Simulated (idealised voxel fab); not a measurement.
The following process module bears the name voxel spacer lines.
FYI the section here is cut, 295 nm wide, cells are 5 nm squares.
Cross-section = grid of square cells, listed top down in bands; band = one or more rows. Band: top height; bottom height; in nm. Then, left to right: material with width in nm, for each material. "throughout": a single material spanning edge to edge. "empty": empty space. Height datum 0, below which the as-received substrate wafer is one material. Lowest band open at the bottom, running downward: "top 0, no bottom". The expression "30 to 40" gives the width at the extremes of the band, the first number at its top row of cells and the second at its bottom row, with the width changing by equal amounts from each row to the next in between. Key: "no change" - step with no changed cell in the cross-section. "Closed void catalog" - sealed voids, min. 8 cells, no opening to top; format: width x height at distance (distance from left edge; nm throughout). Text after the settings on a step's line: the simulator's own remark on that step. overlay nm: step with mask; distance mask lay right of planned place; negative value = left of planned place.

# Process steps (planned)
1. RECEIVE [material Si]
2. CONFORMAL_DEP [material Al2O3] [thk nm 10]
3. DIRECTIONAL_DEP [material TiN] [thk nm 10]
4. DIRECTIONAL_DEP [material aC] [thk nm 20]
5. PATTERN [tone cover] [mask id MANDREL] [material resist] [width nm 25] [pitch nm 70] [thk nm 25] [overlay nm 0]
6. DIRECTIONAL_ETCH [etch materials aC] [depth nm 20]
7. STRIP [etch materials resist]
8. CONFORMAL_DEP [material SiO2] [thk nm 10]
9. DIRECTIONAL_ETCH [etch materials SiO2] [depth nm 10]
10. STRIP [etch materials aC]
11. DIRECTIONAL_ETCH [etch materials TiN] [depth nm 10]
12. STRIP [etch materials SiO2]
13. FILL_DEP [material SiO2] [thk nm 5]
14. CMP [height nm 20]

# First wafer, two in total, run as planned

# As-received state of the wafer in cross-section, equivalent to post-step 1
* top 0, no bottom | Si throughout
* Closed void catalog: none

# Step 2 complete: cross-section through the wafer
* top 10, bottom 0 | Al2O3 throughout
* For the remainder of the cross-section, below 0, there is no change.

# Step 3 complete: cross-section through the wafer
* top 20, bottom 10 | TiN throughout
* For the remainder of the cross-section, below 10, there is no change.

# Step 4 complete: cross-section through the wafer
* top 40, bottom 20 | aC throughout
* For the remainder of the cross-section, below 20, there is no change.

# Step 5 complete: cross-section through the wafer
* top 65, bottom 40 | 65 nm empty, then 25 nm resist, then 45 nm empty, then 25 nm resist, then 45 nm empty, then 25 nm resist, then 65 nm empty
* For the remainder of the cross-section, below 40, there is no change.

# Step 6 complete: cross-section through the wafer
* top 45, bottom 40 | 65 nm empty, then 25 nm resist, then 45 nm empty, then 25 nm resist, then 45 nm empty, then 25 nm resist, then 65 nm empty
* top 40, bottom 20 | 65 nm empty, then 25 nm aC, then 45 nm empty, then 25 nm aC, then 45 nm empty, then 25 nm aC, then 65 nm empty
* For the remainder of the cross-section, below 20, there is no change.

# Step 7 complete: cross-section through the wafer
* top 40, bottom 20 | 65 nm empty, then 25 nm aC, then 45 nm empty, then 25 nm aC, then 45 nm empty, then 25 nm aC, then 65 nm empty
* For the remainder of the cross-section, below 20, there is no change.

# Step 8 complete: cross-section through the wafer
* top 50, bottom 40 | 55 nm empty, then 45 nm SiO2, then 25 nm empty, then 45 nm SiO2, then 25 nm empty, then 45 nm SiO2, then 55 nm empty
* top 40, bottom 30 | 55 nm empty, then 10 nm SiO2, then 25 nm aC, then 10 nm SiO2, then 25 nm empty, then 10 nm SiO2, then 25 nm aC, then 10 nm SiO2, then 25 nm empty, then 10 nm SiO2, then 25 nm aC, then 10 nm SiO2, then 55 nm empty
* top 30, bottom 20 | 65 nm SiO2, then 25 nm aC, then 45 nm SiO2, then 25 nm aC, then 45 nm SiO2, then 25 nm aC, then 65 nm SiO2
* For the remainder of the cross-section, below 20, there is no change.

# Step 9 complete: cross-section through the wafer
* top 40, bottom 20 | 55 nm empty, then 10 nm SiO2, then 25 nm aC, then 10 nm SiO2, then 25 nm empty, then 10 nm SiO2, then 25 nm aC, then 10 nm SiO2, then 25 nm empty, then 10 nm SiO2, then 25 nm aC, then 10 nm SiO2, then 55 nm empty
* For the remainder of the cross-section, below 20, there is no change.

# Step 10 complete: cross-section through the wafer
* top 40, bottom 20 | 55 nm empty, then 10 nm SiO2, then 25 nm empty, then 10 nm SiO2, then 25 nm empty, then 10 nm SiO2, then 25 nm empty, then 10 nm SiO2, then 25 nm empty, then 10 nm SiO2, then 25 nm empty, then 10 nm SiO2, then 55 nm empty
* For the remainder of the cross-section, below 20, there is no change.

# Step 11 complete: cross-section through the wafer
* top 40, bottom 20 | 55 nm empty, then 10 nm SiO2, then 25 nm empty, then 10 nm SiO2, then 25 nm empty, then 10 nm SiO2, then 25 nm empty, then 10 nm SiO2, then 25 nm empty, then 10 nm SiO2, then 25 nm empty, then 10 nm SiO2, then 55 nm empty
* top 20, bottom 10 | 55 nm empty, then 10 nm TiN, then 25 nm empty, then 10 nm TiN, then 25 nm empty, then 10 nm TiN, then 25 nm empty, then 10 nm TiN, then 25 nm empty, then 10 nm TiN, then 25 nm empty, then 10 nm TiN, then 55 nm empty
* For the remainder of the cross-section, below 10, there is no change.

# Step 12 complete: cross-section through the wafer
* top 20, bottom 10 | 55 nm empty, then 10 nm TiN, then 25 nm empty, then 10 nm TiN, then 25 nm empty, then 10 nm TiN, then 25 nm empty, then 10 nm TiN, then 25 nm empty, then 10 nm TiN, then 25 nm empty, then 10 nm TiN, then 55 nm empty
* For the remainder of the cross-section, below 10, there is no change.

# Step 13 complete: cross-section through the wafer
* top 25, bottom 20 | SiO2 throughout
* top 20, bottom 10 | 55 nm SiO2, then 10 nm TiN, then 25 nm SiO2, then 10 nm TiN, then 25 nm SiO2, then 10 nm TiN, then 25 nm SiO2, then 10 nm TiN, then 25 nm SiO2, then 10 nm TiN, then 25 nm SiO2, then 10 nm TiN, then 55 nm SiO2
* For the remainder of the cross-section, below 10, there is no change.

# Step 14 complete: cross-section through the wafer
* top 20, bottom 10 | 55 nm SiO2, then 10 nm TiN, then 25 nm SiO2, then 10 nm TiN, then 25 nm SiO2, then 10 nm TiN, then 25 nm SiO2, then 10 nm TiN, then 25 nm SiO2, then 10 nm TiN, then 25 nm SiO2, then 10 nm TiN, then 55 nm SiO2
* For the remainder of the cross-section, below 10, there is no change.

# Wafer two: like wafer one in start and plan, but with one mistake in execution; identical up to and including step 4

# X-section, second wafer, when step 5 was due to finish
* top 65, bottom 40 | 65 nm resist, then 25 nm empty, then 45 nm resist, then 25 nm empty, then 45 nm resist, then 25 nm empty, then 65 nm resist
* For the remainder of the cross-section, below 40, there is no change.

# X-section, second wafer, when step 6 was due to finish
* top 45, bottom 40 | 65 nm resist, then 25 nm empty, then 45 nm resist, then 25 nm empty, then 45 nm resist, then 25 nm empty, then 65 nm resist
* top 40, bottom 20 | 65 nm aC, then 25 nm empty, then 45 nm aC, then 25 nm empty, then 45 nm aC, then 25 nm empty, then 65 nm aC
* For the remainder of the cross-section, below 20, there is no change.

# X-section, second wafer, when step 7 was due to finish
* top 40, bottom 20 | 65 nm aC, then 25 nm empty, then 45 nm aC, then 25 nm empty, then 45 nm aC, then 25 nm empty, then 65 nm aC
* For the remainder of the cross-section, below 20, there is no change.

# X-section, second wafer, when step 8 was due to finish
* top 50, bottom 40 | 75 nm SiO2, then 5 nm empty, then 65 nm SiO2, then 5 nm empty, then 65 nm SiO2, then 5 nm empty, then 75 nm SiO2
* top 40, bottom 30 | 65 nm aC, then 10 nm SiO2, then 5 nm empty, then 10 nm SiO2, then 45 nm aC, then 10 nm SiO2, then 5 nm empty, then 10 nm SiO2, then 45 nm aC, then 10 nm SiO2, then 5 nm empty, then 10 nm SiO2, then 65 nm aC
* top 30, bottom 20 | 65 nm aC, then 25 nm SiO2, then 45 nm aC, then 25 nm SiO2, then 45 nm aC, then 25 nm SiO2, then 65 nm aC
* For the remainder of the cross-section, below 20, there is no change.

# X-section, second wafer, when step 9 was due to finish
* top 40, bottom 20 | 65 nm aC, then 10 nm SiO2, then 5 nm empty, then 10 nm SiO2, then 45 nm aC, then 10 nm SiO2, then 5 nm empty, then 10 nm SiO2, then 45 nm aC, then 10 nm SiO2, then 5 nm empty, then 10 nm SiO2, then 65 nm aC
* For the remainder of the cross-section, below 20, there is no change.

# X-section, second wafer, when step 10 was due to finish
* top 40, bottom 20 | 65 nm empty, then 10 nm SiO2, then 5 nm empty, then 10 nm SiO2, then 45 nm empty, then 10 nm SiO2, then 5 nm empty, then 10 nm SiO2, then 45 nm empty, then 10 nm SiO2, then 5 nm empty, then 10 nm SiO2, then 65 nm empty
* For the remainder of the cross-section, below 20, there is no change.

# X-section, second wafer, when step 11 was due to finish
* top 40, bottom 20 | 65 nm empty, then 10 nm SiO2, then 5 nm empty, then 10 nm SiO2, then 45 nm empty, then 10 nm SiO2, then 5 nm empty, then 10 nm SiO2, then 45 nm empty, then 10 nm SiO2, then 5 nm empty, then 10 nm SiO2, then 65 nm empty
* top 20, bottom 10 | 65 nm empty, then 10 nm TiN, then 5 nm empty, then 10 nm TiN, then 45 nm empty, then 10 nm TiN, then 5 nm empty, then 10 nm TiN, then 45 nm empty, then 10 nm TiN, then 5 nm empty, then 10 nm TiN, then 65 nm empty
* For the remainder of the cross-section, below 10, there is no change.

# X-section, second wafer, when step 12 was due to finish
* top 20, bottom 10 | 65 nm empty, then 10 nm TiN, then 5 nm empty, then 10 nm TiN, then 45 nm empty, then 10 nm TiN, then 5 nm empty, then 10 nm TiN, then 45 nm empty, then 10 nm TiN, then 5 nm empty, then 10 nm TiN, then 65 nm empty
* For the remainder of the cross-section, below 10, there is no change.

# X-section, second wafer, when step 13 was due to finish
* top 25, bottom 20 | SiO2 throughout
* top 20, bottom 10 | 65 nm SiO2, then 10 nm TiN, then 5 nm SiO2, then 10 nm TiN, then 45 nm SiO2, then 10 nm TiN, then 5 nm SiO2, then 10 nm TiN, then 45 nm SiO2, then 10 nm TiN, then 5 nm SiO2, then 10 nm TiN, then 65 nm SiO2
* For the remainder of the cross-section, below 10, there is no change.

# X-section, second wafer, when step 14 was due to finish
* top 20, bottom 10 | 65 nm SiO2, then 10 nm TiN, then 5 nm SiO2, then 10 nm TiN, then 45 nm SiO2, then 10 nm TiN, then 5 nm SiO2, then 10 nm TiN, then 45 nm SiO2, then 10 nm TiN, then 5 nm SiO2, then 10 nm TiN, then 65 nm SiO2
* For the remainder of the cross-section, below 10, there is no change.
Plan not followed: step 5 was run on a setting that differed from the plan, and what really ran there is PATTERN [tone open] [mask id MANDREL] [material resist] [width nm 25] [pitch nm 70] [thk nm 25] [overlay nm 0]
Comparing end states, the material composition by cell count is preserved from the first wafer to the second, while the locations of the cells are not.
